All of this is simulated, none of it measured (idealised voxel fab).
process module | voxel wiring stack
cross-section cut | 270 nm wide | cells 5 nm
A cross-section is a grid of square cells, given in bands from the top down. A band is one or more rows of cells.
Each band's line starts with the height of the band's top and of its bottom, in nm. Then come its materials from left to right, each with its width in nm. One material with "throughout" fills the band from edge to edge. "air" is empty space.
Height 0 is the level under which the wafer as received is all one material. The lowest band goes on downwards, as in "0 down".
A width such as "30 to 40" changes by the same amount from each row of cells to the next, from the band's top row to its bottom row.
"no change" after a step means that no cell of the cross-section changed.
closed voids: empty space of 8 cells or more with no open way to the top, each as width x height at its distance from the left edge, in nm
after a step's settings: what the simulator itself notes on the step
overlay nm, on a step with a mask: how far to the right of its planned place the mask lay; to the left if negative
plan
1 op RECEIVE | material Si
2 op CONFORMAL_DEP | material SiO2 | thk nm 10
3 op CONFORMAL_DEP | material SiCN | thk nm 5
4 op DIRECTIONAL_DEP | material SiO2 | thk nm 20
5 op MASKED_ETCH | tone open | mask id METAL_1 | width nm 20 | pitch nm 45 | etch materials SiO2 | depth nm 20 | overlay nm 0
6 op MASKED_ETCH | tone open | mask id METAL_1 | width nm 20 | pitch nm 45 | etch materials SiCN | depth nm 5 | overlay nm 0
7 op CONFORMAL_DEP | material TiN | thk nm 5
8 op FILL_DEP | material Cu | thk nm 10
9 op CMP | height nm 35
10 op CONFORMAL_DEP | material SiCN | thk nm 5
11 op DIRECTIONAL_DEP | material SiO2 | thk nm 30
12 op PATTERN | tone open | mask id METAL_2_HOLES | material resist | width nm 15 | pitch nm 90 | thk nm 15 | overlay nm 0
13 op DIRECTIONAL_ETCH | etch materials SiO2 | depth nm 30
14 op STRIP | etch materials resist
15 op DIRECTIONAL_DEP | material aC | thk nm 10
16 op PATTERN | tone open | mask id METAL_2 | material resist | width nm 20 | pitch nm 45 | thk nm 25 | overlay nm 0
17 op DIRECTIONAL_ETCH | etch materials aC | depth nm 10
18 op STRIP | etch materials resist
19 op DIRECTIONAL_ETCH | etch materials SiO2 | depth nm 20
20 op DIRECTIONAL_ETCH | etch materials SiCN | depth nm 5
21 op STRIP | etch materials aC
22 op CONFORMAL_DEP | material TiN | thk nm 5
23 op FILL_DEP | material Cu | thk nm 5
24 op CMP | height nm 70
25 op CONFORMAL_DEP | material SiCN | thk nm 5
26 op DIRECTIONAL_DEP | material SiO2 | thk nm 35
27 op PATTERN | tone open | mask id METAL_3_HOLES | material resist | width nm 15 | pitch nm 45 | thk nm 15 | overlay nm 0
28 op DIRECTIONAL_ETCH | etch materials SiO2 | depth nm 35
29 op STRIP | etch materials resist
30 op PATTERN | tone open | mask id METAL_3 | material resist | width nm 20 | pitch nm 45 | thk nm 15 | overlay nm 0
31 op DIRECTIONAL_ETCH | etch materials SiO2 | depth nm 20
32 op DIRECTIONAL_ETCH | etch materials SiCN | depth nm 5
33 op STRIP | etch materials resist
34 op CONFORMAL_DEP | material TiN | thk nm 5
35 op FILL_DEP | material Cu | thk nm 5
36 op CMP | height nm 110
37 op CONFORMAL_DEP | material SiCN | thk nm 5
38 op DIRECTIONAL_DEP | material SiO2 | thk nm 20
39 op DIRECTIONAL_DEP | material aC | thk nm 15
40 op PATTERN | tone open | mask id PLUG_3 | material resist | width nm 15 | pitch nm 90 | thk nm 35 | overlay nm 0
41 op DIRECTIONAL_ETCH | etch materials aC | depth nm 15
42 op STRIP | etch materials resist
43 op DIRECTIONAL_ETCH | etch materials SiO2 | depth nm 20
44 op DIRECTIONAL_ETCH | etch materials SiCN | depth nm 5
45 op STRIP | etch materials aC
46 op CONFORMAL_DEP | material TiN | thk nm 5
47 op FILL_DEP | material Cu | thk nm 5
48 op CMP | height nm 135
49 op DIRECTIONAL_DEP | material TiN | thk nm 5
50 op DIRECTIONAL_DEP | material Ru | thk nm 25
51 op PATTERN | tone cover | mask id METAL_4 | material resist | width nm 20 | pitch nm 45 | thk nm 20 | overlay nm 0
52 op DIRECTIONAL_ETCH | etch materials Ru | depth nm 25
53 op DIRECTIONAL_ETCH | etch materials TiN | depth nm 5
54 op STRIP | etch materials resist
55 op FILL_DEP | material SiO2 | thk nm 5
56 op CMP | height nm 165
57 op CONFORMAL_DEP | material SiCN | thk nm 5
first wafer, as planned
as received, after step 1
  0 down: Si throughout
  closed voids: none
after step 2
  10 to 0: SiO2 throughout
  below 0: unchanged
after step 3
  15 to 10: SiCN throughout
  below 10: unchanged
after step 4
  35 to 15: SiO2 throughout
  below 15: unchanged
after step 5
  35 to 15: SiO2 55 | air 20 | SiO2 25 | air 20 | SiO2 25 | air 20 | SiO2 25 | air 20 | SiO2 60
  below 15: unchanged
after step 6
  35 to 15: SiO2 55 | air 20 | SiO2 25 | air 20 | SiO2 25 | air 20 | SiO2 25 | air 20 | SiO2 60
  15 to 10: SiCN 55 | air 20 | SiCN 25 | air 20 | SiCN 25 | air 20 | SiCN 25 | air 20 | SiCN 60
  below 10: unchanged
after step 7
  40 to 35: TiN 60 | air 10 | TiN 35 | air 10 | TiN 35 | air 10 | TiN 35 | air 10 | TiN 65
  35 to 15: SiO2 55 | TiN 5 | air 10 | TiN 5 | SiO2 25 | TiN 5 | air 10 | TiN 5 | SiO2 25 | TiN 5 | air 10 | TiN 5 | SiO2 25 | TiN 5 | air 10 | TiN 5 | SiO2 60
  15 to 10: SiCN 55 | TiN 20 | SiCN 25 | TiN 20 | SiCN 25 | TiN 20 | SiCN 25 | TiN 20 | SiCN 60
  below 10: unchanged
after step 8
  50 to 40: Cu throughout
  40 to 35: TiN 60 | Cu 10 | TiN 35 | Cu 10 | TiN 35 | Cu 10 | TiN 35 | Cu 10 | TiN 65
  35 to 15: SiO2 55 | TiN 5 | Cu 10 | TiN 5 | SiO2 25 | TiN 5 | Cu 10 | TiN 5 | SiO2 25 | TiN 5 | Cu 10 | TiN 5 | SiO2 25 | TiN 5 | Cu 10 | TiN 5 | SiO2 60
  below 15: unchanged
after step 9
  35 to 15: SiO2 55 | TiN 5 | Cu 10 | TiN 5 | SiO2 25 | TiN 5 | Cu 10 | TiN 5 | SiO2 25 | TiN 5 | Cu 10 | TiN 5 | SiO2 25 | TiN 5 | Cu 10 | TiN 5 | SiO2 60
  below 15: unchanged
after step 10
  40 to 35: SiCN throughout
  below 35: unchanged
after step 11
  70 to 40: SiO2 throughout
  below 40: unchanged
after step 12
  85 to 70: resist 55 | air 15 | resist 75 | air 15 | resist 110
  below 70: unchanged
after step 13
  85 to 70: resist 55 | air 15 | resist 75 | air 15 | resist 110
  70 to 40: SiO2 55 | air 15 | SiO2 75 | air 15 | SiO2 110
  below 40: unchanged
after step 14
  70 to 40: SiO2 55 | air 15 | SiO2 75 | air 15 | SiO2 110
  below 40: unchanged
after step 15
  80 to 70: aC 55 | air 15 | aC 75 | air 15 | aC 110
  70 to 50: SiO2 55 | air 15 | SiO2 75 | air 15 | SiO2 110
  50 to 40: SiO2 55 | aC 15 | SiO2 75 | aC 15 | SiO2 110
  below 40: unchanged
after step 16
  105 to 80: resist 55 | air 20 | resist 25 | air 20 | resist 25 | air 20 | resist 25 | air 20 | resist 60
  below 80: unchanged
after step 17
  95 to 80: resist 55 | air 20 | resist 25 | air 20 | resist 25 | air 20 | resist 25 | air 20 | resist 60
  80 to 70: aC 55 | air 20 | aC 25 | air 20 | aC 25 | air 20 | aC 25 | air 20 | aC 60
  70 to 40: SiO2 55 | air 15 | SiO2 75 | air 15 | SiO2 110
  below 40: unchanged
after step 18
  80 to 70: aC 55 | air 20 | aC 25 | air 20 | aC 25 | air 20 | aC 25 | air 20 | aC 60
  below 70: unchanged
after step 19
  80 to 70: aC 55 | air 20 | aC 25 | air 20 | aC 25 | air 20 | aC 25 | air 20 | aC 60
  70 to 50: SiO2 55 | air 20 | SiO2 25 | air 20 | SiO2 25 | air 20 | SiO2 25 | air 20 | SiO2 60
  below 50: unchanged
after step 20
  80 to 70: aC 55 | air 20 | aC 25 | air 20 | aC 25 | air 20 | aC 25 | air 20 | aC 60
  70 to 50: SiO2 55 | air 20 | SiO2 25 | air 20 | SiO2 25 | air 20 | SiO2 25 | air 20 | SiO2 60
  50 to 40: SiO2 55 | air 15 | SiO2 75 | air 15 | SiO2 110
  40 to 35: SiCN 55 | air 15 | SiCN 75 | air 15 | SiCN 110
  below 35: unchanged
after step 21
  70 to 50: SiO2 55 | air 20 | SiO2 25 | air 20 | SiO2 25 | air 20 | SiO2 25 | air 20 | SiO2 60
  below 50: unchanged
after step 22
  75 to 70: TiN 60 | air 10 | TiN 35 | air 10 | TiN 35 | air 10 | TiN 35 | air 10 | TiN 65
  70 to 55: SiO2 55 | TiN 5 | air 10 | TiN 5 | SiO2 25 | TiN 5 | air 10 | TiN 5 | SiO2 25 | TiN 5 | air 10 | TiN 5 | SiO2 25 | TiN 5 | air 10 | TiN 5 | SiO2 60
  55 to 50: SiO2 55 | TiN 5 | air 5 | TiN 10 | SiO2 25 | TiN 20 | SiO2 25 | TiN 5 | air 5 | TiN 10 | SiO2 25 | TiN 20 | SiO2 60
  50 to 40: SiO2 55 | TiN 5 | air 5 | TiN 5 | SiO2 75 | TiN 5 | air 5 | TiN 5 | SiO2 110
  40 to 35: SiCN 55 | TiN 15 | SiCN 75 | TiN 15 | SiCN 110
  below 35: unchanged
after step 23
  80 to 75: Cu throughout
  75 to 70: TiN 60 | Cu 10 | TiN 35 | Cu 10 | TiN 35 | Cu 10 | TiN 35 | Cu 10 | TiN 65
  70 to 55: SiO2 55 | TiN 5 | Cu 10 | TiN 5 | SiO2 25 | TiN 5 | Cu 10 | TiN 5 | SiO2 25 | TiN 5 | Cu 10 | TiN 5 | SiO2 25 | TiN 5 | Cu 10 | TiN 5 | SiO2 60
  55 to 50: SiO2 55 | TiN 5 | Cu 5 | TiN 10 | SiO2 25 | TiN 20 | SiO2 25 | TiN 5 | Cu 5 | TiN 10 | SiO2 25 | TiN 20 | SiO2 60
  50 to 40: SiO2 55 | TiN 5 | Cu 5 | TiN 5 | SiO2 75 | TiN 5 | Cu 5 | TiN 5 | SiO2 110
  below 40: unchanged
after step 24
  70 to 55: SiO2 55 | TiN 5 | Cu 10 | TiN 5 | SiO2 25 | TiN 5 | Cu 10 | TiN 5 | SiO2 25 | TiN 5 | Cu 10 | TiN 5 | SiO2 25 | TiN 5 | Cu 10 | TiN 5 | SiO2 60
  below 55: unchanged
after step 25
  75 to 70: SiCN throughout
  below 70: unchanged
after step 26
  110 to 75: SiO2 throughout
  below 75: unchanged
after step 27
  125 to 110: resist 55 | air 15 | resist 30 | air 15 | resist 30 | air 15 | resist 30 | air 15 | resist 65
  below 110: unchanged
after step 28
  125 to 110: resist 55 | air 15 | resist 30 | air 15 | resist 30 | air 15 | resist 30 | air 15 | resist 65
  110 to 75: SiO2 55 | air 15 | SiO2 30 | air 15 | SiO2 30 | air 15 | SiO2 30 | air 15 | SiO2 65
  below 75: unchanged
after step 29
  110 to 75: SiO2 55 | air 15 | SiO2 30 | air 15 | SiO2 30 | air 15 | SiO2 30 | air 15 | SiO2 65
  below 75: unchanged
after step 30
  125 to 110: resist 55 | air 20 | resist 25 | air 20 | resist 25 | air 20 | resist 25 | air 20 | resist 60
  below 110: unchanged
after step 31
  125 to 110: resist 55 | air 20 | resist 25 | air 20 | resist 25 | air 20 | resist 25 | air 20 | resist 60
  110 to 90: SiO2 55 | air 20 | SiO2 25 | air 20 | SiO2 25 | air 20 | SiO2 25 | air 20 | SiO2 60
  below 90: unchanged
after step 32
  125 to 110: resist 55 | air 20 | resist 25 | air 20 | resist 25 | air 20 | resist 25 | air 20 | resist 60
  110 to 90: SiO2 55 | air 20 | SiO2 25 | air 20 | SiO2 25 | air 20 | SiO2 25 | air 20 | SiO2 60
  90 to 75: SiO2 55 | air 15 | SiO2 30 | air 15 | SiO2 30 | air 15 | SiO2 30 | air 15 | SiO2 65
  75 to 70: SiCN 55 | air 15 | SiCN 30 | air 15 | SiCN 30 | air 15 | SiCN 30 | air 15 | SiCN 65
  below 70: unchanged
after step 33
  110 to 90: SiO2 55 | air 20 | SiO2 25 | air 20 | SiO2 25 | air 20 | SiO2 25 | air 20 | SiO2 60
  below 90: unchanged
after step 34
  115 to 110: TiN 60 | air 10 | TiN 35 | air 10 | TiN 35 | air 10 | TiN 35 | air 10 | TiN 65
  110 to 95: SiO2 55 | TiN 5 | air 10 | TiN 5 | SiO2 25 | TiN 5 | air 10 | TiN 5 | SiO2 25 | TiN 5 | air 10 | TiN 5 | SiO2 25 | TiN 5 | air 10 | TiN 5 | SiO2 60
  95 to 90: SiO2 55 | TiN 5 | air 5 | TiN 10 | SiO2 25 | TiN 5 | air 5 | TiN 10 | SiO2 25 | TiN 5 | air 5 | TiN 10 | SiO2 25 | TiN 5 | air 5 | TiN 10 | SiO2 60
  90 to 75: SiO2 55 | TiN 5 | air 5 | TiN 5 | SiO2 30 | TiN 5 | air 5 | TiN 5 | SiO2 30 | TiN 5 | air 5 | TiN 5 | SiO2 30 | TiN 5 | air 5 | TiN 5 | SiO2 65
  75 to 70: SiCN 55 | TiN 15 | SiCN 30 | TiN 15 | SiCN 30 | TiN 15 | SiCN 30 | TiN 15 | SiCN 65
  below 70: unchanged
after step 35
  120 to 115: Cu throughout
  115 to 110: TiN 60 | Cu 10 | TiN 35 | Cu 10 | TiN 35 | Cu 10 | TiN 35 | Cu 10 | TiN 65
  110 to 95: SiO2 55 | TiN 5 | Cu 10 | TiN 5 | SiO2 25 | TiN 5 | Cu 10 | TiN 5 | SiO2 25 | TiN 5 | Cu 10 | TiN 5 | SiO2 25 | TiN 5 | Cu 10 | TiN 5 | SiO2 60
  95 to 90: SiO2 55 | TiN 5 | Cu 5 | TiN 10 | SiO2 25 | TiN 5 | Cu 5 | TiN 10 | SiO2 25 | TiN 5 | Cu 5 | TiN 10 | SiO2 25 | TiN 5 | Cu 5 | TiN 10 | SiO2 60
  90 to 75: SiO2 55 | TiN 5 | Cu 5 | TiN 5 | SiO2 30 | TiN 5 | Cu 5 | TiN 5 | SiO2 30 | TiN 5 | Cu 5 | TiN 5 | SiO2 30 | TiN 5 | Cu 5 | TiN 5 | SiO2 65
  below 75: unchanged
after step 36
  110 to 95: SiO2 55 | TiN 5 | Cu 10 | TiN 5 | SiO2 25 | TiN 5 | Cu 10 | TiN 5 | SiO2 25 | TiN 5 | Cu 10 | TiN 5 | SiO2 25 | TiN 5 | Cu 10 | TiN 5 | SiO2 60
  below 95: unchanged
after step 37
  115 to 110: SiCN throughout
  below 110: unchanged
after step 38
  135 to 115: SiO2 throughout
  below 115: unchanged
after step 39
  150 to 135: aC throughout
  below 135: unchanged
after step 40
  185 to 150: resist 55 | air 15 | resist 75 | air 15 | resist 110
  below 150: unchanged
after step 41
  170 to 150: resist 55 | air 15 | resist 75 | air 15 | resist 110
  150 to 135: aC 55 | air 15 | aC 75 | air 15 | aC 110
  below 135: unchanged
after step 42
  150 to 135: aC 55 | air 15 | aC 75 | air 15 | aC 110
  below 135: unchanged
after step 43
  150 to 135: aC 55 | air 15 | aC 75 | air 15 | aC 110
  135 to 115: SiO2 55 | air 15 | SiO2 75 | air 15 | SiO2 110
  below 115: unchanged
after step 44
  150 to 135: aC 55 | air 15 | aC 75 | air 15 | aC 110
  135 to 115: SiO2 55 | air 15 | SiO2 75 | air 15 | SiO2 110
  115 to 110: SiCN 55 | air 15 | SiCN 75 | air 15 | SiCN 110
  below 110: unchanged
after step 45
  135 to 115: SiO2 55 | air 15 | SiO2 75 | air 15 | SiO2 110
  below 115: unchanged
after step 46
  140 to 135: TiN 60 | air 5 | TiN 85 | air 5 | TiN 115
  135 to 115: SiO2 55 | TiN 5 | air 5 | TiN 5 | SiO2 75 | TiN 5 | air 5 | TiN 5 | SiO2 110
  115 to 110: SiCN 55 | TiN 15 | SiCN 75 | TiN 15 | SiCN 110
  below 110: unchanged
after step 47
  145 to 140: Cu throughout
  140 to 135: TiN 60 | Cu 5 | TiN 85 | Cu 5 | TiN 115
  135 to 115: SiO2 55 | TiN 5 | Cu 5 | TiN 5 | SiO2 75 | TiN 5 | Cu 5 | TiN 5 | SiO2 110
  below 115: unchanged
after step 48
  135 to 115: SiO2 55 | TiN 5 | Cu 5 | TiN 5 | SiO2 75 | TiN 5 | Cu 5 | TiN 5 | SiO2 110
  below 115: unchanged
after step 49
  140 to 135: TiN throughout
  below 135: unchanged
after step 50
  165 to 140: Ru throughout
  below 140: unchanged
after step 51
  185 to 165: air 55 | resist 20 | air 25 | resist 20 | air 25 | resist 20 | air 25 | resist 20 | air 60
  below 165: unchanged
after step 52
  185 to 165: air 55 | resist 20 | air 25 | resist 20 | air 25 | resist 20 | air 25 | resist 20 | air 60
  165 to 140: air 55 | Ru 20 | air 25 | Ru 20 | air 25 | Ru 20 | air 25 | Ru 20 | air 60
  below 140: unchanged
after step 53
  185 to 165: air 55 | resist 20 | air 25 | resist 20 | air 25 | resist 20 | air 25 | resist 20 | air 60
  165 to 140: air 55 | Ru 20 | air 25 | Ru 20 | air 25 | Ru 20 | air 25 | Ru 20 | air 60
  140 to 135: air 55 | TiN 20 | air 25 | TiN 20 | air 25 | TiN 20 | air 25 | TiN 20 | air 60
  below 135: unchanged
after step 54
  165 to 140: air 55 | Ru 20 | air 25 | Ru 20 | air 25 | Ru 20 | air 25 | Ru 20 | air 60
  below 140: unchanged
after step 55
  170 to 165: SiO2 throughout
  165 to 140: SiO2 55 | Ru 20 | SiO2 25 | Ru 20 | SiO2 25 | Ru 20 | SiO2 25 | Ru 20 | SiO2 60
  140 to 135: SiO2 55 | TiN 20 | SiO2 25 | TiN 20 | SiO2 25 | TiN 20 | SiO2 25 | TiN 20 | SiO2 60
  below 135: unchanged
after step 56
  165 to 140: SiO2 55 | Ru 20 | SiO2 25 | Ru 20 | SiO2 25 | Ru 20 | SiO2 25 | Ru 20 | SiO2 60
  below 140: unchanged
after step 57
  170 to 165: SiCN throughout
  below 165: unchanged
second wafer: like start, like plan, one mistake. Through step 15 it matches the first wafer
when step 16 should have ended
  105 to 80: air 55 | resist 20 | air 25 | resist 20 | air 25 | resist 20 | air 25 | resist 20 | air 60
  80 to 70: aC 55 | resist 15 | aC 75 | resist 15 | aC 110
  70 to 50: SiO2 55 | resist 15 | SiO2 75 | resist 15 | SiO2 110
  below 50: unchanged
when step 17 should have ended
  95 to 80: air 55 | resist 20 | air 25 | resist 20 | air 25 | resist 20 | air 25 | resist 20 | air 60
  80 to 70: air 55 | resist 15 | aC 5 | air 25 | aC 20 | air 25 | resist 15 | aC 5 | air 25 | aC 20 | air 60
  below 70: unchanged
when step 18 should have ended
  80 to 70: air 70 | aC 5 | air 25 | aC 20 | air 40 | aC 5 | air 25 | aC 20 | air 60
  70 to 50: SiO2 55 | air 15 | SiO2 75 | air 15 | SiO2 110
  below 50: unchanged
when step 19 should have ended
  80 to 70: air 70 | aC 5 | air 25 | aC 20 | air 40 | aC 5 | air 25 | aC 20 | air 60
  70 to 50: air 70 | SiO2 5 | air 25 | SiO2 20 | air 40 | SiO2 5 | air 25 | SiO2 20 | air 60
  below 50: unchanged
when step 20 should have ended: no change
when step 21 should have ended
  70 to 50: air 70 | SiO2 5 | air 25 | SiO2 20 | air 40 | SiO2 5 | air 25 | SiO2 20 | air 60
  50 to 40: SiO2 55 | air 15 | SiO2 75 | air 15 | SiO2 110
  below 40: unchanged
when step 22 should have ended
  75 to 70: air 65 | TiN 15 | air 15 | TiN 30 | air 30 | TiN 15 | air 15 | TiN 30 | air 55
  70 to 55: air 65 | TiN 5 | SiO2 5 | TiN 5 | air 15 | TiN 5 | SiO2 20 | TiN 5 | air 30 | TiN 5 | SiO2 5 | TiN 5 | air 15 | TiN 5 | SiO2 20 | TiN 5 | air 55
  55 to 50: TiN 60 | air 5 | TiN 5 | SiO2 5 | TiN 25 | SiO2 20 | TiN 30 | air 5 | TiN 5 | SiO2 5 | TiN 25 | SiO2 20 | TiN 60
  50 to 45: SiO2 55 | TiN 5 | air 5 | TiN 5 | SiO2 75 | TiN 5 | air 5 | TiN 5 | SiO2 110
  45 to 40: SiO2 55 | TiN 15 | SiO2 75 | TiN 15 | SiO2 110
  below 40: unchanged
when step 23 should have ended
  80 to 75: Cu throughout
  75 to 70: Cu 65 | TiN 15 | Cu 15 | TiN 30 | Cu 30 | TiN 15 | Cu 15 | TiN 30 | Cu 55
  70 to 55: Cu 65 | TiN 5 | SiO2 5 | TiN 5 | Cu 15 | TiN 5 | SiO2 20 | TiN 5 | Cu 30 | TiN 5 | SiO2 5 | TiN 5 | Cu 15 | TiN 5 | SiO2 20 | TiN 5 | Cu 55
  55 to 50: TiN 60 | Cu 5 | TiN 5 | SiO2 5 | TiN 25 | SiO2 20 | TiN 30 | Cu 5 | TiN 5 | SiO2 5 | TiN 25 | SiO2 20 | TiN 60
  50 to 45: SiO2 55 | TiN 5 | Cu 5 | TiN 5 | SiO2 75 | TiN 5 | Cu 5 | TiN 5 | SiO2 110
  below 45: unchanged
when step 24 should have ended
  70 to 55: Cu 65 | TiN 5 | SiO2 5 | TiN 5 | Cu 15 | TiN 5 | SiO2 20 | TiN 5 | Cu 30 | TiN 5 | SiO2 5 | TiN 5 | Cu 15 | TiN 5 | SiO2 20 | TiN 5 | Cu 55
  below 55: unchanged
when step 25 should have ended
  75 to 70: SiCN throughout
  below 70: unchanged
when step 26 should have ended
  110 to 75: SiO2 throughout
  below 75: unchanged
when step 27 should have ended
  125 to 110: resist 55 | air 15 | resist 30 | air 15 | resist 30 | air 15 | resist 30 | air 15 | resist 65
  below 110: unchanged
when step 28 should have ended
  125 to 110: resist 55 | air 15 | resist 30 | air 15 | resist 30 | air 15 | resist 30 | air 15 | resist 65
  110 to 75: SiO2 55 | air 15 | SiO2 30 | air 15 | SiO2 30 | air 15 | SiO2 30 | air 15 | SiO2 65
  below 75: unchanged
when step 29 should have ended
  110 to 75: SiO2 55 | air 15 | SiO2 30 | air 15 | SiO2 30 | air 15 | SiO2 30 | air 15 | SiO2 65
  below 75: unchanged
when step 30 should have ended
  125 to 110: resist 55 | air 20 | resist 25 | air 20 | resist 25 | air 20 | resist 25 | air 20 | resist 60
  below 110: unchanged
when step 31 should have ended
  125 to 110: resist 55 | air 20 | resist 25 | air 20 | resist 25 | air 20 | resist 25 | air 20 | resist 60
  110 to 90: SiO2 55 | air 20 | SiO2 25 | air 20 | SiO2 25 | air 20 | SiO2 25 | air 20 | SiO2 60
  below 90: unchanged
when step 32 should have ended
  125 to 110: resist 55 | air 20 | resist 25 | air 20 | resist 25 | air 20 | resist 25 | air 20 | resist 60
  110 to 90: SiO2 55 | air 20 | SiO2 25 | air 20 | SiO2 25 | air 20 | SiO2 25 | air 20 | SiO2 60
  90 to 75: SiO2 55 | air 15 | SiO2 30 | air 15 | SiO2 30 | air 15 | SiO2 30 | air 15 | SiO2 65
  75 to 70: SiCN 55 | air 15 | SiCN 30 | air 15 | SiCN 30 | air 15 | SiCN 30 | air 15 | SiCN 65
  below 70: unchanged
when step 33 should have ended
  110 to 90: SiO2 55 | air 20 | SiO2 25 | air 20 | SiO2 25 | air 20 | SiO2 25 | air 20 | SiO2 60
  below 90: unchanged
when step 34 should have ended
  115 to 110: TiN 60 | air 10 | TiN 35 | air 10 | TiN 35 | air 10 | TiN 35 | air 10 | TiN 65
  110 to 95: SiO2 55 | TiN 5 | air 10 | TiN 5 | SiO2 25 | TiN 5 | air 10 | TiN 5 | SiO2 25 | TiN 5 | air 10 | TiN 5 | SiO2 25 | TiN 5 | air 10 | TiN 5 | SiO2 60
  95 to 90: SiO2 55 | TiN 5 | air 5 | TiN 10 | SiO2 25 | TiN 5 | air 5 | TiN 10 | SiO2 25 | TiN 5 | air 5 | TiN 10 | SiO2 25 | TiN 5 | air 5 | TiN 10 | SiO2 60
  90 to 75: SiO2 55 | TiN 5 | air 5 | TiN 5 | SiO2 30 | TiN 5 | air 5 | TiN 5 | SiO2 30 | TiN 5 | air 5 | TiN 5 | SiO2 30 | TiN 5 | air 5 | TiN 5 | SiO2 65
  75 to 70: SiCN 55 | TiN 15 | SiCN 30 | TiN 15 | SiCN 30 | TiN 15 | SiCN 30 | TiN 15 | SiCN 65
  below 70: unchanged
when step 35 should have ended
  120 to 115: Cu throughout
  115 to 110: TiN 60 | Cu 10 | TiN 35 | Cu 10 | TiN 35 | Cu 10 | TiN 35 | Cu 10 | TiN 65
  110 to 95: SiO2 55 | TiN 5 | Cu 10 | TiN 5 | SiO2 25 | TiN 5 | Cu 10 | TiN 5 | SiO2 25 | TiN 5 | Cu 10 | TiN 5 | SiO2 25 | TiN 5 | Cu 10 | TiN 5 | SiO2 60
  95 to 90: SiO2 55 | TiN 5 | Cu 5 | TiN 10 | SiO2 25 | TiN 5 | Cu 5 | TiN 10 | SiO2 25 | TiN 5 | Cu 5 | TiN 10 | SiO2 25 | TiN 5 | Cu 5 | TiN 10 | SiO2 60
  90 to 75: SiO2 55 | TiN 5 | Cu 5 | TiN 5 | SiO2 30 | TiN 5 | Cu 5 | TiN 5 | SiO2 30 | TiN 5 | Cu 5 | TiN 5 | SiO2 30 | TiN 5 | Cu 5 | TiN 5 | SiO2 65
  below 75: unchanged
when step 36 should have ended
  110 to 95: SiO2 55 | TiN 5 | Cu 10 | TiN 5 | SiO2 25 | TiN 5 | Cu 10 | TiN 5 | SiO2 25 | TiN 5 | Cu 10 | TiN 5 | SiO2 25 | TiN 5 | Cu 10 | TiN 5 | SiO2 60
  below 95: unchanged
when step 37 should have ended
  115 to 110: SiCN throughout
  below 110: unchanged
when step 38 should have ended
  135 to 115: SiO2 throughout
  below 115: unchanged
when step 39 should have ended
  150 to 135: aC throughout
  below 135: unchanged
when step 40 should have ended
  185 to 150: resist 55 | air 15 | resist 75 | air 15 | resist 110
  below 150: unchanged
when step 41 should have ended
  170 to 150: resist 55 | air 15 | resist 75 | air 15 | resist 110
  150 to 135: aC 55 | air 15 | aC 75 | air 15 | aC 110
  below 135: unchanged
when step 42 should have ended
  150 to 135: aC 55 | air 15 | aC 75 | air 15 | aC 110
  below 135: unchanged
when step 43 should have ended
  150 to 135: aC 55 | air 15 | aC 75 | air 15 | aC 110
  135 to 115: SiO2 55 | air 15 | SiO2 75 | air 15 | SiO2 110
  below 115: unchanged
when step 44 should have ended
  150 to 135: aC 55 | air 15 | aC 75 | air 15 | aC 110
  135 to 115: SiO2 55 | air 15 | SiO2 75 | air 15 | SiO2 110
  115 to 110: SiCN 55 | air 15 | SiCN 75 | air 15 | SiCN 110
  below 110: unchanged
when step 45 should have ended
  135 to 115: SiO2 55 | air 15 | SiO2 75 | air 15 | SiO2 110
  below 115: unchanged
when step 46 should have ended
  140 to 135: TiN 60 | air 5 | TiN 85 | air 5 | TiN 115
  135 to 115: SiO2 55 | TiN 5 | air 5 | TiN 5 | SiO2 75 | TiN 5 | air 5 | TiN 5 | SiO2 110
  115 to 110: SiCN 55 | TiN 15 | SiCN 75 | TiN 15 | SiCN 110
  below 110: unchanged
when step 47 should have ended
  145 to 140: Cu throughout
  140 to 135: TiN 60 | Cu 5 | TiN 85 | Cu 5 | TiN 115
  135 to 115: SiO2 55 | TiN 5 | Cu 5 | TiN 5 | SiO2 75 | TiN 5 | Cu 5 | TiN 5 | SiO2 110
  below 115: unchanged
when step 48 should have ended
  135 to 115: SiO2 55 | TiN 5 | Cu 5 | TiN 5 | SiO2 75 | TiN 5 | Cu 5 | TiN 5 | SiO2 110
  below 115: unchanged
when step 49 should have ended
  140 to 135: TiN throughout
  below 135: unchanged
when step 50 should have ended
  165 to 140: Ru throughout
  below 140: unchanged
when step 51 should have ended
  185 to 165: air 55 | resist 20 | air 25 | resist 20 | air 25 | resist 20 | air 25 | resist 20 | air 60
  below 165: unchanged
when step 52 should have ended
  185 to 165: air 55 | resist 20 | air 25 | resist 20 | air 25 | resist 20 | air 25 | resist 20 | air 60
  165 to 140: air 55 | Ru 20 | air 25 | Ru 20 | air 25 | Ru 20 | air 25 | Ru 20 | air 60
  below 140: unchanged
when step 53 should have ended
  185 to 165: air 55 | resist 20 | air 25 | resist 20 | air 25 | resist 20 | air 25 | resist 20 | air 60
  165 to 140: air 55 | Ru 20 | air 25 | Ru 20 | air 25 | Ru 20 | air 25 | Ru 20 | air 60
  140 to 135: air 55 | TiN 20 | air 25 | TiN 20 | air 25 | TiN 20 | air 25 | TiN 20 | air 60
  below 135: unchanged
when step 54 should have ended
  165 to 140: air 55 | Ru 20 | air 25 | Ru 20 | air 25 | Ru 20 | air 25 | Ru 20 | air 60
  below 140: unchanged
when step 55 should have ended
  170 to 165: SiO2 throughout
  165 to 140: SiO2 55 | Ru 20 | SiO2 25 | Ru 20 | SiO2 25 | Ru 20 | SiO2 25 | Ru 20 | SiO2 60
  140 to 135: SiO2 55 | TiN 20 | SiO2 25 | TiN 20 | SiO2 25 | TiN 20 | SiO2 25 | TiN 20 | SiO2 60
  below 135: unchanged
when step 56 should have ended
  165 to 140: SiO2 55 | Ru 20 | SiO2 25 | Ru 20 | SiO2 25 | Ru 20 | SiO2 25 | Ru 20 | SiO2 60
  below 140: unchanged
when step 57 should have ended
  170 to 165: SiCN throughout
  below 165: unchanged
what went wrong: step 16 ran as: op PATTERN | tone cover | mask id METAL_2 | material resist | width nm 20 | pitch nm 45 | thk nm 25 | overlay nm 0
at the end the second wafer has, in cells: 82 more of Cu | 6 more of SiCN | 112 fewer of SiO2 | 24 more of TiN
